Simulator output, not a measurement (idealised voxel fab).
Process module name: voxel wiring stack
Section shown: cut. Width: 270 nm. Cell size: 5 nm, square.
Cross-sections here: square-cell grids, written as top-down lists of bands, a band being one or more rows of cells. Top, bottom (nm), then materials left to right with widths (nm); lone material tagged "full width" fills the whole band edge to edge; "empty" = empty space. Counting heights begins at 0, where everything beneath is, in the wafer as received, one material. The lowest band has no bottom; it goes on downwards, as "0 -> down" shows. The expression "30..40" gives the width at the extremes of the band, the first number at its top row of cells and the second at its bottom row, with the width changing by equal amounts from each row to the next in between. The designation "changes: none", where it is given for a processing step, indicates that no cell of the cross-section was altered in the course of that step. The label "Unvented voids" introduces a list of the empty spaces, 8 cells or larger, that have no open way up to the top; each entry in it reads width x height at distance, where the distance is taken from the left edge and all three are stated in nm. after a step's settings: what the simulator itself notes on the step. The setting "overlay nm" may be written on the line of a step. When the step uses a mask, the value reports how far to the right of the planned place the mask lay, and a negative value reports that it lay to the left.
### Process steps (planned)
1. RECEIVE with material Si
2. CONFORMAL_DEP with material SiO2, thk nm 15
3. CONFORMAL_DEP with material SiCN, thk nm 5
4. DIRECTIONAL_DEP with material SiO2, thk nm 20
5. PATTERN with tone open, mask id METAL_1, material resist, width nm 25, pitch nm 45, thk nm 20, overlay nm 0
6. DIRECTIONAL_ETCH with etch materials SiO2, depth nm 20
7. DIRECTIONAL_ETCH with etch materials SiCN, depth nm 5
8. STRIP with etch materials resist
9. CONFORMAL_DEP with material TiN, thk nm 5
10. FILL_DEP with material Ru, thk nm 5
11. CMP with height nm 40
12. CONFORMAL_DEP with material SiCN, thk nm 5
13. DIRECTIONAL_DEP with material SiO2, thk nm 10
14. PATTERN with tone open, mask id PLUG_1, material resist, width nm 15, pitch nm 45, thk nm 20, overlay nm 0
15. DIRECTIONAL_ETCH with etch materials SiO2, depth nm 10
16. DIRECTIONAL_ETCH with etch materials SiCN, depth nm 5
17. STRIP with etch materials resist
18. EPI with material Ru, thk nm 10
19. EPI with material Ru, thk nm 5
20. CONFORMAL_DEP with material SiN, thk nm 5
21. DIRECTIONAL_DEP with material lowk, thk nm 20
22. PATTERN with tone open, mask id METAL_2, material resist, width nm 25, pitch nm 45, thk nm 20, overlay nm 0
23. DIRECTIONAL_ETCH with etch materials lowk, depth nm 20
24. DIRECTIONAL_ETCH with etch materials SiN, depth nm 5
25. STRIP with etch materials resist
26. CONFORMAL_DEP with material TiN, thk nm 5
27. FILL_DEP with material Cu, thk nm 5
28. CMP with height nm 80
29. CONFORMAL_DEP with material SiCN, thk nm 5
30. DIRECTIONAL_DEP with material lowk, thk nm 30
31. MASKED_ETCH with tone open, mask id METAL_3_HOLES, width nm 15, pitch nm 90, etch materials lowk, depth nm 30, overlay nm 0
32. DIRECTIONAL_DEP with material aC, thk nm 10
33. PATTERN with tone open, mask id METAL_3, material resist, width nm 25, pitch nm 45, thk nm 25, overlay nm 0
34. DIRECTIONAL_ETCH with etch materials aC, depth nm 10
35. STRIP with etch materials resist
36. DIRECTIONAL_ETCH with etch materials lowk, depth nm 15
37. DIRECTIONAL_ETCH with etch materials SiCN, depth nm 5
38. STRIP with etch materials aC
39. CONFORMAL_DEP with material TiN, thk nm 5
40. FILL_DEP with material Cu, thk nm 10
41. CMP with height nm 115
42. CONFORMAL_DEP with material SiN, thk nm 5
### Cross-section, incoming material, after step 1
> 0 -> down | Si full width
> Unvented voids: none
### End state of the module in cross-section, given the above starting point and plan and one mistake in execution
> 120 -> 115 | SiN full width
> 115 -> 105 | 55 nm lowk; 5 nm TiN; 15 nm Cu; 5 nm TiN; 20 nm lowk; 5 nm TiN; 15 nm Cu; 5 nm TiN; 20 nm lowk; 5 nm TiN; 15 nm Cu; 5 nm TiN; 20 nm lowk; 5 nm TiN; 15 nm Cu; 5 nm TiN; 55 nm lowk
> 105 -> 100 | 55 nm lowk; 5 nm TiN; 5 nm Cu; 15 nm TiN; 20 nm lowk; 25 nm TiN; 20 nm lowk; 5 nm TiN; 5 nm Cu; 15 nm TiN; 20 nm lowk; 25 nm TiN; 55 nm lowk
> 100 -> 85 | 55 nm lowk; 5 nm TiN; 5 nm Cu; 5 nm TiN; 75 nm lowk; 5 nm TiN; 5 nm Cu; 5 nm TiN; 110 nm lowk
> 85 -> 80 | 55 nm SiCN; 15 nm TiN; 75 nm SiCN; 15 nm TiN; 110 nm SiCN
> 80 -> 65 | 55 nm lowk; 5 nm TiN; 15 nm Cu; 5 nm TiN; 20 nm lowk; 5 nm TiN; 15 nm Cu; 5 nm TiN; 20 nm lowk; 5 nm TiN; 15 nm Cu; 5 nm TiN; 20 nm lowk; 5 nm TiN; 15 nm Cu; 5 nm TiN; 55 nm lowk
> 65 -> 60 | 55 nm lowk; 25 nm TiN; 20 nm lowk; 25 nm TiN; 20 nm lowk; 25 nm TiN; 20 nm lowk; 25 nm TiN; 55 nm lowk
> 60 -> 55 | SiO2 full width
> 55 -> 45 | 55 nm SiO2; 15 nm Ru; 30 nm SiO2; 15 nm Ru; 30 nm SiO2; 15 nm Ru; 30 nm SiO2; 15 nm Ru; 65 nm SiO2
> 45 -> 40 | 55 nm SiCN; 15 nm Ru; 30 nm SiCN; 15 nm Ru; 30 nm SiCN; 15 nm Ru; 30 nm SiCN; 15 nm Ru; 65 nm SiCN
> 40 -> 20 | 55 nm SiO2; 5 nm TiN; 15 nm Ru; 5 nm TiN; 20 nm SiO2; 5 nm TiN; 15 nm Ru; 5 nm TiN; 20 nm SiO2; 5 nm TiN; 15 nm Ru; 5 nm TiN; 20 nm SiO2; 5 nm TiN; 15 nm Ru; 5 nm TiN; 55 nm SiO2
> 20 -> 15 | 55 nm SiCN; 25 nm TiN; 20 nm SiCN; 25 nm TiN; 20 nm SiCN; 25 nm TiN; 20 nm SiCN; 25 nm TiN; 55 nm SiCN
> 15 -> 0 | SiO2 full width
> 0 -> down | Si full width
> Unvented voids: none
Nonconformance to the process plan: in deviation from the planned setting, step 20 was conducted as CONFORMAL_DEP with material SiO2, thk nm 5
